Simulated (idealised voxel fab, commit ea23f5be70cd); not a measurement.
You're looking at the process module voxel transistor to metal.
For reference, the cross-section in this document is cut, with width 160 nm and square cells of 5 nm.
We lay out every cross-section as a grid of square cells and spell it out in bands from the top down, where one band means one or more rows of cells.
Read a band's entry like this: the first values are the height of its top and the height of its bottom in nm, and what follows is the sequence of materials from left to right, each with its width in nm. Note that "blank" is empty space, and that a single material marked "full width" reaches across the band from edge to edge.
Below 0: as-received wafer, all one material; heights counted from there. Lowest band: no bottom, goes on down, written "z 0 and below".
Think of "30..40" as a width that walks from the first number to the second as you go down the band, top row to bottom row, taking equal-sized steps from row to row.
Key: "nothing got changed" - step with no changed cell in the cross-section.
The entry titled "Voids, enclosed" provides the empty spaces that have no open way to the top, restricted to those of 8 cells or more. Each is presented as width x height at distance, the distance being measured from the left edge, with all three in nm.
Read whatever lies past the settings on a step's line as the simulator's own remark about the step.
overlay nm: step with mask; distance mask lay right of planned place; negative value = left of planned place.

## The process steps that were planned are listed below
| 1 | RECEIVE | material Si |
| 2 | CONFORMAL_DEP | material SiO2 | thk nm 5 |
| 3 | CONFORMAL_DEP | material SiN | thk nm 15 |
| 4 | DIRECTIONAL_DEP | material aC | thk nm 10 |
| 5 | PATTERN | tone cover | mask id ACTIVE | material resist | width nm 90 | thk nm 30 | overlay nm 0 |
| 6 | DIRECTIONAL_ETCH | etch materials aC | depth nm 10 |
| 7 | STRIP | etch materials resist |
| 8 | DIRECTIONAL_ETCH | etch materials SiN | depth nm 15 |
| 9 | DIRECTIONAL_ETCH | etch materials SiO2 | depth nm 5 |
| 10 | DIRECTIONAL_ETCH | etch materials Si | depth nm 35 |
| 11 | STRIP | etch materials aC |
| 12 | FILL_DEP | material SiO2 | thk nm 5 |
| 13 | CMP | height nm 20 |
| 14 | SELECTIVE_ETCH | etch materials SiO2 | depth nm 10 |
| 15 | STRIP | etch materials SiN |
| 16 | SELECTIVE_ETCH | etch materials SiO2 | depth nm 5 |
| 17 | OXIDIZE | depth nm 5 |
| 18 | DIRECTIONAL_DEP | material polySi | thk nm 20 |
| 19 | DIRECTIONAL_DEP | material SiCN | thk nm 10 |
| 20 | PATTERN | tone cover | mask id GATE | material resist | width nm 20 | thk nm 20 | overlay nm 0 |
| 21 | DIRECTIONAL_ETCH | etch materials SiCN | depth nm 20 |
| 22 | DIRECTIONAL_ETCH | etch materials polySi | depth nm 30 |
| 23 | STRIP | etch materials resist |
| 24 | CONFORMAL_DEP | material SiN | thk nm 5 |
| 25 | DIRECTIONAL_ETCH | etch materials SiN | depth nm 5 |
| 26 | DIRECTIONAL_ETCH | etch materials SiO2 | depth nm 5 |
| 27 | DIRECTIONAL_ETCH | etch materials Si | depth nm 10 |
| 28 | EPI | material SiGe | thk nm 10 |
| 29 | FILL_DEP | material SiO2 | thk nm 10 |
| 30 | CMP | height nm 30 |
| 31 | DIRECTIONAL_DEP | material SiO2 | thk nm 15 |
| 32 | MASKED_ETCH | tone open | mask id CONTACT | width nm 15 | pitch nm 65 | etch materials SiO2 | depth nm 50 | overlay nm 0 |
| 33 | CONFORMAL_DEP | material TiN | thk nm 5 |
| 34 | FILL_DEP | material W | thk nm 5 |
| 35 | CMP | height nm 45 |
| 36 | DIRECTIONAL_DEP | material TiN | thk nm 5 |
| 37 | DIRECTIONAL_DEP | material Ru | thk nm 15 |
| 38 | MASKED_ETCH | tone cover | mask id METAL_1 | width nm 15 | pitch nm 65 | etch materials Ru | depth nm 15 | overlay nm 0 |
| 39 | MASKED_ETCH | tone cover | mask id METAL_1 | width nm 15 | pitch nm 65 | etch materials TiN | depth nm 5 | overlay nm 0 |
| 40 | FILL_DEP | material lowk | thk nm 5 |
| 41 | CMP | height nm 65 |
| 42 | CONFORMAL_DEP | material SiCN | thk nm 5 |
| 43 | DIRECTIONAL_DEP | material lowk | thk nm 25 |
| 44 | MASKED_ETCH | tone open | mask id METAL_2 | width nm 15 | pitch nm 65 | etch materials lowk | depth nm 15 | overlay nm 0 |
| 45 | PATTERN | tone open | mask id METAL_2_HOLES | material resist | width nm 15 | pitch nm 65 | thk nm 20 | overlay nm 0 |
| 46 | DIRECTIONAL_ETCH | etch materials lowk | depth nm 10 |
| 47 | DIRECTIONAL_ETCH | etch materials SiCN | depth nm 5 |
| 48 | STRIP | etch materials resist |
| 49 | CONFORMAL_DEP | material TiN | thk nm 5 |
| 50 | FILL_DEP | material Cu | thk nm 10 |
| 51 | CMP | height nm 95 |
| 52 | CONFORMAL_DEP | material SiCN | thk nm 5 |

## Below: the first of two wafers, run as planned

## Here's what the wafer looked like in cross-section when it arrived - that's after step 1
	z 0 and below  Si full width
	Voids, enclosed: none

## after step 2
	z 5 to 0  SiO2 full width
	Note: structure below 0 unchanged.

## after step 3
	z 20 to 5  SiN full width
	Note: structure below 5 unchanged.

## after step 4
	z 30 to 20  aC full width
	Note: structure below 20 unchanged.

## after step 5
	z 60 to 30  blank (35), resist (90), blank (35)
	Note: structure below 30 unchanged.

## after step 6
	z 50 to 30  blank (35), resist (90), blank (35)
	z 30 to 20  blank (35), aC (90), blank (35)
	Note: structure below 20 unchanged.

## after step 7
	z 30 to 20  blank (35), aC (90), blank (35)
	Note: structure below 20 unchanged.

## after step 8
	z 30 to 20  blank (35), aC (90), blank (35)
	z 20 to 5  blank (35), SiN (90), blank (35)
	Note: structure below 5 unchanged.

## after step 9
	z 30 to 20  blank (35), aC (90), blank (35)
	z 20 to 5  blank (35), SiN (90), blank (35)
	z 5 to 0  blank (35), SiO2 (90), blank (35)
	Note: structure below 0 unchanged.

## after step 10
	z 30 to 20  blank (35), aC (90), blank (35)
	z 20 to 5  blank (35), SiN (90), blank (35)
	z 5 to 0  blank (35), SiO2 (90), blank (35)
	z 0 to -35  blank (35), Si (90), blank (35)
	Note: structure below -35 unchanged.

## after step 11
	z 20 to 5  blank (35), SiN (90), blank (35)
	Note: structure below 5 unchanged.

## after step 12
	z 25 to 20  SiO2 full width
	z 20 to 5  SiO2 (35), SiN (90), SiO2 (35)
	z 5 to 0  SiO2 full width
	z 0 to -35  SiO2 (35), Si (90), SiO2 (35)
	Note: structure below -35 unchanged.

## after step 13
	z 20 to 5  SiO2 (35), SiN (90), SiO2 (35)
	Note: structure below 5 unchanged.

## after step 14
	z 20 to 10  blank (35), SiN (90), blank (35)
	Note: structure below 10 unchanged.

## after step 15
	z 10 to 5  SiO2 (35), blank (90), SiO2 (35)
	Note: structure below 5 unchanged.

## after step 16
	z 5 to 0  SiO2 (30), blank (100), SiO2 (30)
	Note: structure below 0 unchanged.

## after step 17
	z 5 to 0  SiO2 (30), blank (100), SiO2 (30)
	z 0 to -5  SiO2 full width
	Note: structure below -5 unchanged.

## after step 18
	z 25 to 20  polySi (30), blank (100), polySi (30)
	z 20 to 5  polySi full width
	z 5 to 0  SiO2 (30), polySi (100), SiO2 (30)
	Note: structure below 0 unchanged.

## after step 19
	z 35 to 30  SiCN (30), blank (100), SiCN (30)
	z 30 to 25  SiCN full width
	z 25 to 20  polySi (30), SiCN (100), polySi (30)
	Note: structure below 20 unchanged.

## after step 20
	z 55 to 35  blank (70), resist (20), blank (70)
	z 35 to 30  SiCN (30), blank (40), resist (20), blank (40), SiCN (30)
	Note: structure below 30 unchanged.

## after step 21
	z 55 to 30  blank (70), resist (20), blank (70)
	z 30 to 25  blank (70), SiCN (20), blank (70)
	z 25 to 20  polySi (30), blank (40), SiCN (20), blank (40), polySi (30)
	Note: structure below 20 unchanged.

## after step 22
	z 55 to 30  blank (70), resist (20), blank (70)
	z 30 to 20  blank (70), SiCN (20), blank (70)
	z 20 to 5  blank (70), polySi (20), blank (70)
	z 5 to 0  SiO2 (30), blank (40), polySi (20), blank (40), SiO2 (30)
	Note: structure below 0 unchanged.

## after step 23
	z 30 to 20  blank (70), SiCN (20), blank (70)
	Note: structure below 20 unchanged.

## after step 24
	z 35 to 30  blank (65), SiN (30), blank (65)
	z 30 to 20  blank (65), SiN (5), SiCN (20), SiN (5), blank (65)
	z 20 to 10  blank (65), SiN (5), polySi (20), SiN (5), blank (65)
	z 10 to 5  SiN (35), blank (30), SiN (5), polySi (20), SiN (5), blank (30), SiN (35)
	z 5 to 0  SiO2 (30), SiN (40), polySi (20), SiN (40), SiO2 (30)
	Note: structure below 0 unchanged.

## after step 25
	z 30 to 20  blank (65), SiN (5), SiCN (20), SiN (5), blank (65)
	z 20 to 5  blank (65), SiN (5), polySi (20), SiN (5), blank (65)
	z 5 to 0  SiO2 (30), SiN (5), blank (30), SiN (5), polySi (20), SiN (5), blank (30), SiN (5), SiO2 (30)
	Note: structure below 0 unchanged.

## after step 26
	z 30 to 20  blank (65), SiN (5), SiCN (20), SiN (5), blank (65)
	z 20 to 5  blank (65), SiN (5), polySi (20), SiN (5), blank (65)
	z 5 to 0  blank (30), SiN (5), blank (30), SiN (5), polySi (20), SiN (5), blank (30), SiN (5), blank (30)
	z 0 to -5  SiO2 (35), blank (30), SiO2 (30), blank (30), SiO2 (35)
	Note: structure below -5 unchanged.

## after step 27
	z 30 to 20  blank (65), SiN (5), SiCN (20), SiN (5), blank (65)
	z 20 to 5  blank (65), SiN (5), polySi (20), SiN (5), blank (65)
	z 5 to 0  blank (30), SiN (5), blank (30), SiN (5), polySi (20), SiN (5), blank (30), SiN (5), blank (30)
	z 0 to -5  SiO2 (35), blank (30), SiO2 (30), blank (30), SiO2 (35)
	z -5 to -15  SiO2 (35), blank (30), Si (30), blank (30), SiO2 (35)
	Note: structure below -15 unchanged.

## after step 28
	z 30 to 20  blank (65), SiN (5), SiCN (20), SiN (5), blank (65)
	z 20 to 5  blank (65), SiN (5), polySi (20), SiN (5), blank (65)
	z 5 to 0  blank (30), SiN (5), blank (20), SiGe (10), SiN (5), polySi (20), SiN (5), SiGe (10), blank (20), SiN (5), blank (30)
	z 0 to -5  SiO2 (35), blank (20), SiGe (10), SiO2 (30), SiGe (10), blank (20), SiO2 (35)
	z -5 to -15  SiO2 (35), SiGe (30), Si (30), SiGe (30), SiO2 (35)
	Note: structure below -15 unchanged.

## after step 29
	z 40 to 30  SiO2 full width
	z 30 to 20  SiO2 (65), SiN (5), SiCN (20), SiN (5), SiO2 (65)
	z 20 to 5  SiO2 (65), SiN (5), polySi (20), SiN (5), SiO2 (65)
	z 5 to 0  SiO2 (30), SiN (5), SiO2 (20), SiGe (10), SiN (5), polySi (20), SiN (5), SiGe (10), SiO2 (20), SiN (5), SiO2 (30)
	z 0 to -5  SiO2 (55), SiGe (10), SiO2 (30), SiGe (10), SiO2 (55)
	Note: structure below -5 unchanged.

## after step 30
	z 30 to 20  SiO2 (65), SiN (5), SiCN (20), SiN (5), SiO2 (65)
	Note: structure below 20 unchanged.

## after step 31
	z 45 to 30  SiO2 full width
	Note: structure below 30 unchanged.

## after step 32
	z 45 to 30  SiO2 (40), blank (15), SiO2 (50), blank (15), SiO2 (40)
	z 30 to 20  SiO2 (40), blank (15), SiO2 (10), SiN (5), SiCN (20), SiN (5), SiO2 (10), blank (15), SiO2 (40)
	z 20 to 5  SiO2 (40), blank (15), SiO2 (10), SiN (5), polySi (20), SiN (5), SiO2 (10), blank (15), SiO2 (40)
	z 5 to 0  SiO2 (30), SiN (5), SiO2 (5), blank (15), SiGe (10), SiN (5), polySi (20), SiN (5), SiGe (10), blank (15), SiO2 (5), SiN (5), SiO2 (30)
	z 0 to -5  SiO2 (40), blank (15), SiGe (10), SiO2 (30), SiGe (10), blank (15), SiO2 (40)
	Note: structure below -5 unchanged.

## after step 33
	z 50 to 45  TiN (45), blank (5), TiN (60), blank (5), TiN (45)
	z 45 to 30  SiO2 (40), TiN (5), blank (5), TiN (5), SiO2 (50), TiN (5), blank (5), TiN (5), SiO2 (40)
	z 30 to 20  SiO2 (40), TiN (5), blank (5), TiN (5), SiO2 (10), SiN (5), SiCN (20), SiN (5), SiO2 (10), TiN (5), blank (5), TiN (5), SiO2 (40)
	z 20 to 5  SiO2 (40), TiN (5), blank (5), TiN (5), SiO2 (10), SiN (5), polySi (20), SiN (5), SiO2 (10), TiN (5), blank (5), TiN (5), SiO2 (40)
	z 5 to 0  SiO2 (30), SiN (5), SiO2 (5), TiN (5), blank (5), TiN (5), SiGe (10), SiN (5), polySi (20), SiN (5), SiGe (10), TiN (5), blank (5), TiN (5), SiO2 (5), SiN (5), SiO2 (30)
	z 0 to -5  SiO2 (40), TiN (15), SiGe (10), SiO2 (30), SiGe (10), TiN (15), SiO2 (40)
	Note: structure below -5 unchanged.

## after step 34
	z 55 to 50  W full width
	z 50 to 45  TiN (45), W (5), TiN (60), W (5), TiN (45)
	z 45 to 30  SiO2 (40), TiN (5), W (5), TiN (5), SiO2 (50), TiN (5), W (5), TiN (5), SiO2 (40)
	z 30 to 20  SiO2 (40), TiN (5), W (5), TiN (5), SiO2 (10), SiN (5), SiCN (20), SiN (5), SiO2 (10), TiN (5), W (5), TiN (5), SiO2 (40)
	z 20 to 5  SiO2 (40), TiN (5), W (5), TiN (5), SiO2 (10), SiN (5), polySi (20), SiN (5), SiO2 (10), TiN (5), W (5), TiN (5), SiO2 (40)
	z 5 to 0  SiO2 (30), SiN (5), SiO2 (5), TiN (5), W (5), TiN (5), SiGe (10), SiN (5), polySi (20), SiN (5), SiGe (10), TiN (5), W (5), TiN (5), SiO2 (5), SiN (5), SiO2 (30)
	Note: structure below 0 unchanged.

## after step 35
	z 45 to 30  SiO2 (40), TiN (5), W (5), TiN (5), SiO2 (50), TiN (5), W (5), TiN (5), SiO2 (40)
	Note: structure below 30 unchanged.

## after step 36
	z 50 to 45  TiN full width
	Note: structure below 45 unchanged.

## after step 37
	z 65 to 50  Ru full width
	Note: structure below 50 unchanged.

## after step 38
	z 65 to 50  blank (40), Ru (15), blank (50), Ru (15), blank (40)
	Note: structure below 50 unchanged.

## after step 39
	z 65 to 50  blank (40), Ru (15), blank (50), Ru (15), blank (40)
	z 50 to 45  blank (40), TiN (15), blank (50), TiN (15), blank (40)
	Note: structure below 45 unchanged.

## after step 40
	z 70 to 65  lowk full width
	z 65 to 50  lowk (40), Ru (15), lowk (50), Ru (15), lowk (40)
	z 50 to 45  lowk (40), TiN (15), lowk (50), TiN (15), lowk (40)
	Note: structure below 45 unchanged.

## after step 41
	z 65 to 50  lowk (40), Ru (15), lowk (50), Ru (15), lowk (40)
	Note: structure below 50 unchanged.

## after step 42
	z 70 to 65  SiCN full width
	Note: structure below 65 unchanged.

## after step 43
	z 95 to 70  lowk full width
	Note: structure below 70 unchanged.

## after step 44
	z 95 to 80  lowk (40), blank (15), lowk (50), blank (15), lowk (40)
	Note: structure below 80 unchanged.

## after step 45
	z 115 to 95  resist (40), blank (15), resist (50), blank (15), resist (40)
	Note: structure below 95 unchanged.

## after step 46
	z 115 to 95  resist (40), blank (15), resist (50), blank (15), resist (40)
	z 95 to 70  lowk (40), blank (15), lowk (50), blank (15), lowk (40)
	Note: structure below 70 unchanged.

## after step 47
	z 115 to 95  resist (40), blank (15), resist (50), blank (15), resist (40)
	z 95 to 70  lowk (40), blank (15), lowk (50), blank (15), lowk (40)
	z 70 to 65  SiCN (40), blank (15), SiCN (50), blank (15), SiCN (40)
	Note: structure below 65 unchanged.

## after step 48
	z 95 to 70  lowk (40), blank (15), lowk (50), blank (15), lowk (40)
	Note: structure below 70 unchanged.

## after step 49
	z 100 to 95  TiN (45), blank (5), TiN (60), blank (5), TiN (45)
	z 95 to 70  lowk (40), TiN (5), blank (5), TiN (5), lowk (50), TiN (5), blank (5), TiN (5), lowk (40)
	z 70 to 65  SiCN (40), TiN (15), SiCN (50), TiN (15), SiCN (40)
	Note: structure below 65 unchanged.

## after step 50
	z 110 to 100  Cu full width
	z 100 to 95  TiN (45), Cu (5), TiN (60), Cu (5), TiN (45)
	z 95 to 70  lowk (40), TiN (5), Cu (5), TiN (5), lowk (50), TiN (5), Cu (5), TiN (5), lowk (40)
	Note: structure below 70 unchanged.

## after step 51
	z 95 to 70  lowk (40), TiN (5), Cu (5), TiN (5), lowk (50), TiN (5), Cu (5), TiN (5), lowk (40)
	Note: structure below 70 unchanged.

## after step 52
	z 100 to 95  SiCN full width
	Note: structure below 95 unchanged.

## second wafer: like start, like plan, one mistake. Through step 4 it matches the first wafer

## The second wafer cut through, at the time step 5 was supposed to be finished
	z 60 to 30  blank (40), resist (85), blank (35)
	Note: structure below 30 unchanged.

## The second wafer cut through, at the time step 6 was supposed to be finished
	z 50 to 30  blank (40), resist (85), blank (35)
	z 30 to 20  blank (40), aC (85), blank (35)
	Note: structure below 20 unchanged.

## The second wafer cut through, at the time step 7 was supposed to be finished
	z 30 to 20  blank (40), aC (85), blank (35)
	Note: structure below 20 unchanged.

## The second wafer cut through, at the time step 8 was supposed to be finished
	z 30 to 20  blank (40), aC (85), blank (35)
	z 20 to 5  blank (40), SiN (85), blank (35)
	Note: structure below 5 unchanged.

## The second wafer cut through, at the time step 9 was supposed to be finished
	z 30 to 20  blank (40), aC (85), blank (35)
	z 20 to 5  blank (40), SiN (85), blank (35)
	z 5 to 0  blank (40), SiO2 (85), blank (35)
	Note: structure below 0 unchanged.

## The second wafer cut through, at the time step 10 was supposed to be finished
	z 30 to 20  blank (40), aC (85), blank (35)
	z 20 to 5  blank (40), SiN (85), blank (35)
	z 5 to 0  blank (40), SiO2 (85), blank (35)
	z 0 to -35  blank (40), Si (85), blank (35)
	Note: structure below -35 unchanged.

## The second wafer cut through, at the time step 11 was supposed to be finished
	z 20 to 5  blank (40), SiN (85), blank (35)
	Note: structure below 5 unchanged.

## The second wafer cut through, at the time step 12 was supposed to be finished
	z 25 to 20  SiO2 full width
	z 20 to 5  SiO2 (40), SiN (85), SiO2 (35)
	z 5 to 0  SiO2 full width
	z 0 to -35  SiO2 (40), Si (85), SiO2 (35)
	Note: structure below -35 unchanged.

## The second wafer cut through, at the time step 13 was supposed to be finished
	z 20 to 5  SiO2 (40), SiN (85), SiO2 (35)
	Note: structure below 5 unchanged.

## The second wafer cut through, at the time step 14 was supposed to be finished
	z 20 to 10  blank (40), SiN (85), blank (35)
	Note: structure below 10 unchanged.

## The second wafer cut through, at the time step 15 was supposed to be finished
	z 10 to 5  SiO2 (40), blank (85), SiO2 (35)
	Note: structure below 5 unchanged.

## The second wafer cut through, at the time step 16 was supposed to be finished
	z 5 to 0  SiO2 (35), blank (95), SiO2 (30)
	Note: structure below 0 unchanged.

## The second wafer cut through, at the time step 17 was supposed to be finished
	z 5 to 0  SiO2 (35), blank (95), SiO2 (30)
	z 0 to -5  SiO2 full width
	Note: structure below -5 unchanged.

## The second wafer cut through, at the time step 18 was supposed to be finished
	z 25 to 20  polySi (35), blank (95), polySi (30)
	z 20 to 5  polySi full width
	z 5 to 0  SiO2 (35), polySi (95), SiO2 (30)
	Note: structure below 0 unchanged.

## The second wafer cut through, at the time step 19 was supposed to be finished
	z 35 to 30  SiCN (35), blank (95), SiCN (30)
	z 30 to 25  SiCN full width
	z 25 to 20  polySi (35), SiCN (95), polySi (30)
	Note: structure below 20 unchanged.

## The second wafer cut through, at the time step 20 was supposed to be finished
	z 55 to 35  blank (70), resist (20), blank (70)
	z 35 to 30  SiCN (35), blank (35), resist (20), blank (40), SiCN (30)
	Note: structure below 30 unchanged.

## The second wafer cut through, at the time step 21 was supposed to be finished
	z 55 to 30  blank (70), resist (20), blank (70)
	z 30 to 25  blank (70), SiCN (20), blank (70)
	z 25 to 20  polySi (35), blank (35), SiCN (20), blank (40), polySi (30)
	Note: structure below 20 unchanged.

## The second wafer cut through, at the time step 22 was supposed to be finished
	z 55 to 30  blank (70), resist (20), blank (70)
	z 30 to 20  blank (70), SiCN (20), blank (70)
	z 20 to 5  blank (70), polySi (20), blank (70)
	z 5 to 0  SiO2 (35), blank (35), polySi (20), blank (40), SiO2 (30)
	Note: structure below 0 unchanged.

## The second wafer cut through, at the time step 23 was supposed to be finished
	z 30 to 20  blank (70), SiCN (20), blank (70)
	Note: structure below 20 unchanged.

## The second wafer cut through, at the time step 24 was supposed to be finished
	z 35 to 30  blank (65), SiN (30), blank (65)
	z 30 to 20  blank (65), SiN (5), SiCN (20), SiN (5), blank (65)
	z 20 to 10  blank (65), SiN (5), polySi (20), SiN (5), blank (65)
	z 10 to 5  SiN (40), blank (25), SiN (5), polySi (20), SiN (5), blank (30), SiN (35)
	z 5 to 0  SiO2 (35), SiN (35), polySi (20), SiN (40), SiO2 (30)
	Note: structure below 0 unchanged.

## The second wafer cut through, at the time step 25 was supposed to be finished
	z 30 to 20  blank (65), SiN (5), SiCN (20), SiN (5), blank (65)
	z 20 to 5  blank (65), SiN (5), polySi (20), SiN (5), blank (65)
	z 5 to 0  SiO2 (35), SiN (5), blank (25), SiN (5), polySi (20), SiN (5), blank (30), SiN (5), SiO2 (30)
	Note: structure below 0 unchanged.

## The second wafer cut through, at the time step 26 was supposed to be finished
	z 30 to 20  blank (65), SiN (5), SiCN (20), SiN (5), blank (65)
	z 20 to 5  blank (65), SiN (5), polySi (20), SiN (5), blank (65)
	z 5 to 0  blank (35), SiN (5), blank (25), SiN (5), polySi (20), SiN (5), blank (30), SiN (5), blank (30)
	z 0 to -5  SiO2 (40), blank (25), SiO2 (30), blank (30), SiO2 (35)
	Note: structure below -5 unchanged.

## The second wafer cut through, at the time step 27 was supposed to be finished
	z 30 to 20  blank (65), SiN (5), SiCN (20), SiN (5), blank (65)
	z 20 to 5  blank (65), SiN (5), polySi (20), SiN (5), blank (65)
	z 5 to 0  blank (35), SiN (5), blank (25), SiN (5), polySi (20), SiN (5), blank (30), SiN (5), blank (30)
	z 0 to -5  SiO2 (40), blank (25), SiO2 (30), blank (30), SiO2 (35)
	z -5 to -15  SiO2 (40), blank (25), Si (30), blank (30), SiO2 (35)
	Note: structure below -15 unchanged.

## The second wafer cut through, at the time step 28 was supposed to be finished
	z 30 to 20  blank (65), SiN (5), SiCN (20), SiN (5), blank (65)
	z 20 to 5  blank (65), SiN (5), polySi (20), SiN (5), blank (65)
	z 5 to 0  blank (35), SiN (5), blank (15), SiGe (10), SiN (5), polySi (20), SiN (5), SiGe (10), blank (20), SiN (5), blank (30)
	z 0 to -5  SiO2 (40), blank (15), SiGe (10), SiO2 (30), SiGe (10), blank (20), SiO2 (35)
	z -5 to -15  SiO2 (40), SiGe (25), Si (30), SiGe (30), SiO2 (35)
	Note: structure below -15 unchanged.

## The second wafer cut through, at the time step 29 was supposed to be finished
	z 40 to 30  SiO2 full width
	z 30 to 20  SiO2 (65), SiN (5), SiCN (20), SiN (5), SiO2 (65)
	z 20 to 5  SiO2 (65), SiN (5), polySi (20), SiN (5), SiO2 (65)
	z 5 to 0  SiO2 (35), SiN (5), SiO2 (15), SiGe (10), SiN (5), polySi (20), SiN (5), SiGe (10), SiO2 (20), SiN (5), SiO2 (30)
	z 0 to -5  SiO2 (55), SiGe (10), SiO2 (30), SiGe (10), SiO2 (55)
	Note: structure below -5 unchanged.

## The second wafer cut through, at the time step 30 was supposed to be finished
	z 30 to 20  SiO2 (65), SiN (5), SiCN (20), SiN (5), SiO2 (65)
	Note: structure below 20 unchanged.

## The second wafer cut through, at the time step 31 was supposed to be finished
	z 45 to 30  SiO2 full width
	Note: structure below 30 unchanged.

## The second wafer cut through, at the time step 32 was supposed to be finished
	z 45 to 30  SiO2 (40), blank (15), SiO2 (50), blank (15), SiO2 (40)
	z 30 to 20  SiO2 (40), blank (15), SiO2 (10), SiN (5), SiCN (20), SiN (5), SiO2 (10), blank (15), SiO2 (40)
	z 20 to 5  SiO2 (40), blank (15), SiO2 (10), SiN (5), polySi (20), SiN (5), SiO2 (10), blank (15), SiO2 (40)
	z 5 to 0  SiO2 (35), SiN (5), blank (15), SiGe (10), SiN (5), polySi (20), SiN (5), SiGe (10), blank (15), SiO2 (5), SiN (5), SiO2 (30)
	z 0 to -5  SiO2 (40), blank (15), SiGe (10), SiO2 (30), SiGe (10), blank (15), SiO2 (40)
	Note: structure below -5 unchanged.

## The second wafer cut through, at the time step 33 was supposed to be finished
	z 50 to 45  TiN (45), blank (5), TiN (60), blank (5), TiN (45)
	z 45 to 30  SiO2 (40), TiN (5), blank (5), TiN (5), SiO2 (50), TiN (5), blank (5), TiN (5), SiO2 (40)
	z 30 to 20  SiO2 (40), TiN (5), blank (5), TiN (5), SiO2 (10), SiN (5), SiCN (20), SiN (5), SiO2 (10), TiN (5), blank (5), TiN (5), SiO2 (40)
	z 20 to 5  SiO2 (40), TiN (5), blank (5), TiN (5), SiO2 (10), SiN (5), polySi (20), SiN (5), SiO2 (10), TiN (5), blank (5), TiN (5), SiO2 (40)
	z 5 to 0  SiO2 (35), SiN (5), TiN (5), blank (5), TiN (5), SiGe (10), SiN (5), polySi (20), SiN (5), SiGe (10), TiN (5), blank (5), TiN (5), SiO2 (5), SiN (5), SiO2 (30)
	z 0 to -5  SiO2 (40), TiN (15), SiGe (10), SiO2 (30), SiGe (10), TiN (15), SiO2 (40)
	Note: structure below -5 unchanged.

## The second wafer cut through, at the time step 34 was supposed to be finished
	z 55 to 50  W full width
	z 50 to 45  TiN (45), W (5), TiN (60), W (5), TiN (45)
	z 45 to 30  SiO2 (40), TiN (5), W (5), TiN (5), SiO2 (50), TiN (5), W (5), TiN (5), SiO2 (40)
	z 30 to 20  SiO2 (40), TiN (5), W (5), TiN (5), SiO2 (10), SiN (5), SiCN (20), SiN (5), SiO2 (10), TiN (5), W (5), TiN (5), SiO2 (40)
	z 20 to 5  SiO2 (40), TiN (5), W (5), TiN (5), SiO2 (10), SiN (5), polySi (20), SiN (5), SiO2 (10), TiN (5), W (5), TiN (5), SiO2 (40)
	z 5 to 0  SiO2 (35), SiN (5), TiN (5), W (5), TiN (5), SiGe (10), SiN (5), polySi (20), SiN (5), SiGe (10), TiN (5), W (5), TiN (5), SiO2 (5), SiN (5), SiO2 (30)
	Note: structure below 0 unchanged.

## The second wafer cut through, at the time step 35 was supposed to be finished
	z 45 to 30  SiO2 (40), TiN (5), W (5), TiN (5), SiO2 (50), TiN (5), W (5), TiN (5), SiO2 (40)
	Note: structure below 30 unchanged.

## The second wafer cut through, at the time step 36 was supposed to be finished
	z 50 to 45  TiN full width
	Note: structure below 45 unchanged.

## The second wafer cut through, at the time step 37 was supposed to be finished
	z 65 to 50  Ru full width
	Note: structure below 50 unchanged.

## The second wafer cut through, at the time step 38 was supposed to be finished
	z 65 to 50  blank (40), Ru (15), blank (50), Ru (15), blank (40)
	Note: structure below 50 unchanged.

## The second wafer cut through, at the time step 39 was supposed to be finished
	z 65 to 50  blank (40), Ru (15), blank (50), Ru (15), blank (40)
	z 50 to 45  blank (40), TiN (15), blank (50), TiN (15), blank (40)
	Note: structure below 45 unchanged.

## The second wafer cut through, at the time step 40 was supposed to be finished
	z 70 to 65  lowk full width
	z 65 to 50  lowk (40), Ru (15), lowk (50), Ru (15), lowk (40)
	z 50 to 45  lowk (40), TiN (15), lowk (50), TiN (15), lowk (40)
	Note: structure below 45 unchanged.

## The second wafer cut through, at the time step 41 was supposed to be finished
	z 65 to 50  lowk (40), Ru (15), lowk (50), Ru (15), lowk (40)
	Note: structure below 50 unchanged.

## The second wafer cut through, at the time step 42 was supposed to be finished
	z 70 to 65  SiCN full width
	Note: structure below 65 unchanged.

## The second wafer cut through, at the time step 43 was supposed to be finished
	z 95 to 70  lowk full width
	Note: structure below 70 unchanged.

## The second wafer cut through, at the time step 44 was supposed to be finished
	z 95 to 80  lowk (40), blank (15), lowk (50), blank (15), lowk (40)
	Note: structure below 80 unchanged.

## The second wafer cut through, at the time step 45 was supposed to be finished
	z 115 to 95  resist (40), blank (15), resist (50), blank (15), resist (40)
	Note: structure below 95 unchanged.

## The second wafer cut through, at the time step 46 was supposed to be finished
	z 115 to 95  resist (40), blank (15), resist (50), blank (15), resist (40)
	z 95 to 70  lowk (40), blank (15), lowk (50), blank (15), lowk (40)
	Note: structure below 70 unchanged.

## The second wafer cut through, at the time step 47 was supposed to be finished
	z 115 to 95  resist (40), blank (15), resist (50), blank (15), resist (40)
	z 95 to 70  lowk (40), blank (15), lowk (50), blank (15), lowk (40)
	z 70 to 65  SiCN (40), blank (15), SiCN (50), blank (15), SiCN (40)
	Note: structure below 65 unchanged.

## The second wafer cut through, at the time step 48 was supposed to be finished
	z 95 to 70  lowk (40), blank (15), lowk (50), blank (15), lowk (40)
	Note: structure below 70 unchanged.

## The second wafer cut through, at the time step 49 was supposed to be finished
	z 100 to 95  TiN (45), blank (5), TiN (60), blank (5), TiN (45)
	z 95 to 70  lowk (40), TiN (5), blank (5), TiN (5), lowk (50), TiN (5), blank (5), TiN (5), lowk (40)
	z 70 to 65  SiCN (40), TiN (15), SiCN (50), TiN (15), SiCN (40)
	Note: structure below 65 unchanged.

## The second wafer cut through, at the time step 50 was supposed to be finished
	z 110 to 100  Cu full width
	z 100 to 95  TiN (45), Cu (5), TiN (60), Cu (5), TiN (45)
	z 95 to 70  lowk (40), TiN (5), Cu (5), TiN (5), lowk (50), TiN (5), Cu (5), TiN (5), lowk (40)
	Note: structure below 70 unchanged.

## The second wafer cut through, at the time step 51 was supposed to be finished
	z 95 to 70  lowk (40), TiN (5), Cu (5), TiN (5), lowk (50), TiN (5), Cu (5), TiN (5), lowk (40)
	Note: structure below 70 unchanged.

## The second wafer cut through, at the time step 52 was supposed to be finished
	z 100 to 95  SiCN full width
	Note: structure below 95 unchanged.
Short version of what went wrong: in deviation from the planned setting, step 5 was conducted as PATTERN | tone cover | mask id ACTIVE | material resist | width nm 85 | thk nm 30 | overlay nm 0
FYI, end of process, the second wafer has more or fewer cells of some materials than the first: -4 Si; -2 SiGe; +6 SiO2
